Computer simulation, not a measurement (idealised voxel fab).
Process module under the name voxel trench capacitor
Xsec cut, 290 nm wide, square cell size 5 nm.
Square cells in a grid make up a cross-section in this document, and the grid is given as bands, listed from the top down, each one or more rows of cells. Look at the band entry: it leads with the top's height and the bottom's height in nm. Then it lists the materials left to right, with a width in nm for each. The word "all across" on a single material says that material fills the band edge to edge. The word "blank" is empty space. Heights are reckoned from 0. Under this level, the received wafer is all of one material. The bottommost band is open-ended downward, for example "0 down". The two numbers in a width such as "30 to 40" mark its ends across the band: the first belongs to the top row of cells, the second to the bottom row, and from each row to the next the width moves by the same amount. For the purposes of this document, the phrase "same as before" attached to a step denotes that no cell within the cross-section was modified by that step. "Enclosed void list" lists enclosed empty spaces (at least 8 cells, no open path upward to the top), each as width x height at distance from the left edge, in nm. Whatever follows a step's settings on its line is a remark the simulator itself makes about that step. overlay nm: on a step with a mask, how far right of its planned place the mask lay; negative means left.

THE STEPS PLANNED FOR THE PROCESS ARE AS FOLLOWS
1,RECEIVE,material Si
2,CONFORMAL_DEP,material SiN,thk nm 10
3,PATTERN,tone open,mask id TRENCH,material resist,width nm 15,pitch nm 35,thk nm 15,overlay nm 0
4,DIRECTIONAL_ETCH,etch materials SiN,depth nm 10
5,DIRECTIONAL_ETCH,etch materials Si,depth nm 25
6,STRIP,etch materials resist
7,CONFORMAL_DEP,material Al2O3,thk nm 5
8,FILL_DEP,material polySi,thk nm 10
9,CMP,height nm 10

CROSS-SECTION OF THE INCOMING WAFER, STATE AFTER STEP 1
* 0 down: Si all across
* Enclosed void list: none

SECTIONED VIEW, FIRST OF TWO WAFERS, AT THE CLOSE OF THE MODULE, PROCESSED AS INTENDED IN THE PLAN
* 10 to 0: 100 of SiN, then 5 of Al2O3, then 5 of polySi, then 5 of Al2O3, then 20 of SiN, then 5 of Al2O3, then 5 of polySi, then 5 of Al2O3, then 20 of SiN, then 5 of Al2O3, then 5 of polySi, then 5 of Al2O3, then 105 of SiN
* 0 to -20: 100 of Si, then 5 of Al2O3, then 5 of polySi, then 5 of Al2O3, then 20 of Si, then 5 of Al2O3, then 5 of polySi, then 5 of Al2O3, then 20 of Si, then 5 of Al2O3, then 5 of polySi, then 5 of Al2O3, then 105 of Si
* -20 to -25: 100 of Si, then 15 of Al2O3, then 20 of Si, then 15 of Al2O3, then 20 of Si, then 15 of Al2O3, then 105 of Si
* -25 down: Si all across
* Enclosed void list: none

CROSS-SECTION, WAFER TWO OF TWO, END OF MODULE: SAME START AND PLAN AS WAFER ONE, ONE ERROR IN EXECUTION
* 10 to 0: 100 of SiN, then 5 of Al2O3, then 5 of SiN, then 5 of Al2O3, then 20 of SiN, then 5 of Al2O3, then 5 of SiN, then 5 of Al2O3, then 20 of SiN, then 5 of Al2O3, then 5 of SiN, then 5 of Al2O3, then 105 of SiN
* 0 to -20: 100 of Si, then 5 of Al2O3, then 5 of SiN, then 5 of Al2O3, then 20 of Si, then 5 of Al2O3, then 5 of SiN, then 5 of Al2O3, then 20 of Si, then 5 of Al2O3, then 5 of SiN, then 5 of Al2O3, then 105 of Si
* -20 to -25: 100 of Si, then 15 of Al2O3, then 20 of Si, then 15 of Al2O3, then 20 of Si, then 15 of Al2O3, then 105 of Si
* -25 down: Si all across
* Enclosed void list: none
Diagnosis: for step 8, the planned setting was not used; the step was instead run as FILL_DEP,material SiN,thk nm 10
Cell-count delta at end, second wafer over first, by material: SiN +18, polySi -18
